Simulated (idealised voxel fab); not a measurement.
A process module follows: voxel transistor to metal.
The figure presents cross-section cut, which has a width of 205 nm and is divided into square cells with an edge length of 5 nm.
Reading order for cross-sections: top band down to bottom band. Underlying form: a grid of square cells. Band size: one or more rows of cells. Quick guide to a band line: top height, bottom height (nm) up front; then every material left to right with its width in nm. Only one material and it's marked "throughout"? Then it fills the band edge to edge. And "empty" just means empty space. Heights from 0 (as-received wafer is one material below). Bottom band endless downward, as "0 nm and below". Width: "30..40" (first number = top row, second number = bottom row, same change from row to row of cells). For the purposes of this document, the phrase "left unchanged" attached to a step denotes that no cell within the cross-section was modified by that step. "Trapped cavities": empty spaces of 8 cells or more with no open way to the top, each given as width x height at distance, distance from the left edge, all in nm. Past the settings on a step's line: simulator remark, on that step. overlay nm: right-of-plan distance of the mask on a masked step; negative values mean left-of-plan.
[Steps planned for the process]
1,RECEIVE: material Si
2,CONFORMAL_DEP: material SiO2, thk nm 5
3,CONFORMAL_DEP: material SiN, thk nm 15
4,DIRECTIONAL_DEP: material aC, thk nm 10
5,PATTERN: tone cover, mask id ACTIVE, material resist, width nm 120, thk nm 30, overlay nm 0
6,DIRECTIONAL_ETCH: etch materials aC, depth nm 10
7,STRIP: etch materials resist
8,DIRECTIONAL_ETCH: etch materials SiN, depth nm 15
9,DIRECTIONAL_ETCH: etch materials SiO2, depth nm 5
10,DIRECTIONAL_ETCH: etch materials Si, depth nm 30
11,STRIP: etch materials aC
12,FILL_DEP: material SiO2, thk nm 5
13,CMP: height nm 20
14,SELECTIVE_ETCH: etch materials SiO2, depth nm 15
15,STRIP: etch materials SiN
16,SELECTIVE_ETCH: etch materials SiO2, depth nm 5
17,OXIDIZE: depth nm 5
18,DIRECTIONAL_DEP: material polySi, thk nm 30
19,DIRECTIONAL_DEP: material SiCN, thk nm 15
20,DIRECTIONAL_DEP: material aC, thk nm 10
21,PATTERN: tone cover, mask id GATE, material resist, width nm 20, thk nm 30, overlay nm 0
22,DIRECTIONAL_ETCH: etch materials aC, depth nm 10
23,STRIP: etch materials resist
24,DIRECTIONAL_ETCH: etch materials SiCN, depth nm 25
25,DIRECTIONAL_ETCH: etch materials polySi, depth nm 40
26,STRIP: etch materials aC
27,CONFORMAL_DEP: material SiN, thk nm 10
28,DIRECTIONAL_ETCH: etch materials SiN, depth nm 10
29,DIRECTIONAL_ETCH: etch materials SiO2, depth nm 5
30,EPI: material nSi, thk nm 5
31,FILL_DEP: material SiO2, thk nm 5
32,CMP: height nm 45
33,DIRECTIONAL_DEP: material SiO2, thk nm 15
34,PATTERN: tone open, mask id CONTACT, material resist, width nm 20, pitch nm 80, thk nm 15, overlay nm 0
35,DIRECTIONAL_ETCH: etch materials SiO2, depth nm 60
36,STRIP: etch materials resist
37,CONFORMAL_DEP: material TiN, thk nm 5
38,FILL_DEP: material W, thk nm 5
39,CMP: height nm 60
40,DIRECTIONAL_DEP: material TiN, thk nm 5
41,DIRECTIONAL_DEP: material Ru, thk nm 15
42,MASKED_ETCH: tone cover, mask id METAL_1, width nm 20, pitch nm 80, etch materials Ru, depth nm 15, overlay nm 0
43,MASKED_ETCH: tone cover, mask id METAL_1, width nm 20, pitch nm 80, etch materials TiN, depth nm 5, overlay nm 0
44,FILL_DEP: material SiO2, thk nm 5
45,CMP: height nm 80
46,CONFORMAL_DEP: material SiCN, thk nm 5
47,DIRECTIONAL_DEP: material lowk, thk nm 25
48,PATTERN: tone open, mask id METAL_2_HOLES, material resist, width nm 15, pitch nm 80, thk nm 20, overlay nm 0
49,DIRECTIONAL_ETCH: etch materials lowk, depth nm 25
50,STRIP: etch materials resist
51,MASKED_ETCH: tone open, mask id METAL_2, width nm 20, pitch nm 80, etch materials lowk, depth nm 15, overlay nm 0
52,MASKED_ETCH: tone open, mask id METAL_2, width nm 20, pitch nm 80, etch materials SiCN, depth nm 5, overlay nm 0
53,CONFORMAL_DEP: material TiN, thk nm 5
54,FILL_DEP: material Cu, thk nm 10
55,CMP: height nm 110
56,CONFORMAL_DEP: material SiN, thk nm 5
[Cross-sectional view of the wafer in its as-received condition, corresponding to the state after step 1]
0 nm and below | Si throughout
Trapped cavities: none
[Below is the wafer in cross-section after the module was completed. It began from the starting point shown above and followed the plan shown above, except that one mistake was made while running it]
115 nm to 110 nm | SiN throughout
110 nm to 100 nm | Cu throughout
100 nm to 95 nm | 45 nm Cu  25 nm TiN  55 nm Cu  25 nm TiN  55 nm Cu
95 nm to 90 nm | 45 nm Cu  5 nm TiN  15 nm lowk  5 nm TiN  55 nm Cu  5 nm TiN  15 nm lowk  5 nm TiN  55 nm Cu
90 nm to 85 nm | 50 nm TiN  15 nm lowk  65 nm TiN  15 nm lowk  60 nm TiN
85 nm to 80 nm | 65 nm SiCN  5 nm TiN  75 nm SiCN  5 nm TiN  55 nm SiCN
80 nm to 65 nm | 50 nm SiO2  20 nm Ru  60 nm SiO2  20 nm Ru  55 nm SiO2
65 nm to 60 nm | 50 nm SiO2  20 nm TiN  60 nm SiO2  20 nm TiN  55 nm SiO2
60 nm to 45 nm | 50 nm SiO2  5 nm TiN  10 nm W  5 nm TiN  60 nm SiO2  5 nm TiN  10 nm W  5 nm TiN  55 nm SiO2
45 nm to 30 nm | 50 nm SiO2  5 nm TiN  10 nm W  5 nm TiN  10 nm SiO2  10 nm SiN  20 nm SiCN  10 nm SiN  10 nm SiO2  5 nm TiN  10 nm W  5 nm TiN  55 nm SiO2
30 nm to 5 nm | 50 nm SiO2  5 nm TiN  10 nm W  5 nm TiN  10 nm SiO2  10 nm SiN  20 nm polySi  10 nm SiN  10 nm SiO2  5 nm TiN  10 nm W  5 nm TiN  55 nm SiO2
5 nm to 0 nm | 50 nm SiO2  20 nm TiN  10 nm SiO2  10 nm SiN  20 nm polySi  10 nm SiN  10 nm SiO2  20 nm TiN  55 nm SiO2
0 nm to -5 nm | 35 nm SiO2  45 nm nSi  40 nm SiO2  45 nm nSi  40 nm SiO2
-5 nm to -30 nm | 40 nm SiO2  120 nm Si  45 nm SiO2
-30 nm and below | Si throughout
Trapped cavities: none
What broke from the plan during processing? contrary to plan, step 48 was performed as PATTERN: tone cover, mask id METAL_2_HOLES, material resist, width nm 15, pitch nm 80, thk nm 20, overlay nm 0
